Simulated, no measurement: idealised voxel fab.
process module | voxel self aligned contacts
cross-section cut | 285 nm wide | cells 5 nm
A cross-section is a grid of square cells, given in bands from the top down. A band is one or more rows of cells.
Each band's line starts with the height of the band's top and of its bottom, in nm. Then come its materials from left to right, each with its width in nm. One material with "throughout" fills the band from edge to edge. "air" is empty space.
Height 0 is the level under which the wafer as received is all one material. The lowest band goes on downwards, as in "0 down".
A width such as "30 to 40" changes by the same amount from each row of cells to the next, from the band's top row to its bottom row.
"no change" after a step means that no cell of the cross-section changed.
closed voids: empty space of 8 cells or more with no open way to the top, each as width x height at its distance from the left edge, in nm
after a step's settings: what the simulator itself notes on the step
overlay nm, on a step with a mask: how far to the right of its planned place the mask lay; to the left if negative
plan
1 op RECEIVE | material Si
2 op OXIDIZE | depth nm 5
3 op DIRECTIONAL_DEP | material polySi | thk nm 30
4 op DIRECTIONAL_DEP | material SiN | thk nm 20
5 op MASKED_ETCH | tone cover | mask id GATE | width nm 25 | pitch nm 70 | etch materials SiN | depth nm 20 | overlay nm -15
6 op MASKED_ETCH | tone cover | mask id GATE | width nm 25 | pitch nm 70 | etch materials polySi | depth nm 30 | overlay nm 0
7 op CONFORMAL_DEP | material SiN | thk nm 10
8 op DIRECTIONAL_ETCH | etch materials SiN | depth nm 10
9 op FILL_DEP | material SiO2 | thk nm 20
10 op CMP | height nm 60
11 op DIRECTIONAL_DEP | material aC | thk nm 10
12 op PATTERN | tone open | mask id CONTACT | material resist | width nm 55 | pitch nm 70 | thk nm 30 | overlay nm 0
13 op DIRECTIONAL_ETCH | etch materials aC | depth nm 10
14 op STRIP | etch materials resist
15 op DIRECTIONAL_ETCH | etch materials SiO2 | depth nm 65
16 op STRIP | etch materials aC
17 op CONFORMAL_DEP | material TiN | thk nm 5
18 op FILL_DEP | material W | thk nm 10
19 op CMP | height nm 60
20 op CONFORMAL_DEP | material SiN | thk nm 5
varied across the wafers: overlay nm of step 5. The plan shows the first wafer's value. All wafers start alike
first wafer as received, after step 1
  0 down: Si throughout
  closed voids: none
each wafer at the end: cells of each material gained (+) or lost (-) since it was received, then its closed voids
overlay nm -15 | -57 Si | +237 SiN | +305 SiO2 | +70 TiN | +42 W | +144 polySi | closed voids: none
overlay nm -10 | -57 Si | +237 SiN | +309 SiO2 | +70 TiN | +56 W | +126 polySi | closed voids: none
overlay nm -5 | -57 Si | +237 SiN | +313 SiO2 | +70 TiN | +70 W | +108 polySi | closed voids: none
overlay nm 0 | -57 Si | +237 SiN | +317 SiO2 | +70 TiN | +84 W | +90 polySi | closed voids: none
overlay nm 5 | -57 Si | +237 SiN | +313 SiO2 | +70 TiN | +70 W | +108 polySi | closed voids: none
overlay nm 10 | -57 Si | +237 SiN | +309 SiO2 | +70 TiN | +56 W | +126 polySi | closed voids: none
overlay nm 15 | -57 Si | +237 SiN | +305 SiO2 | +70 TiN | +42 W | +144 polySi | closed voids: none
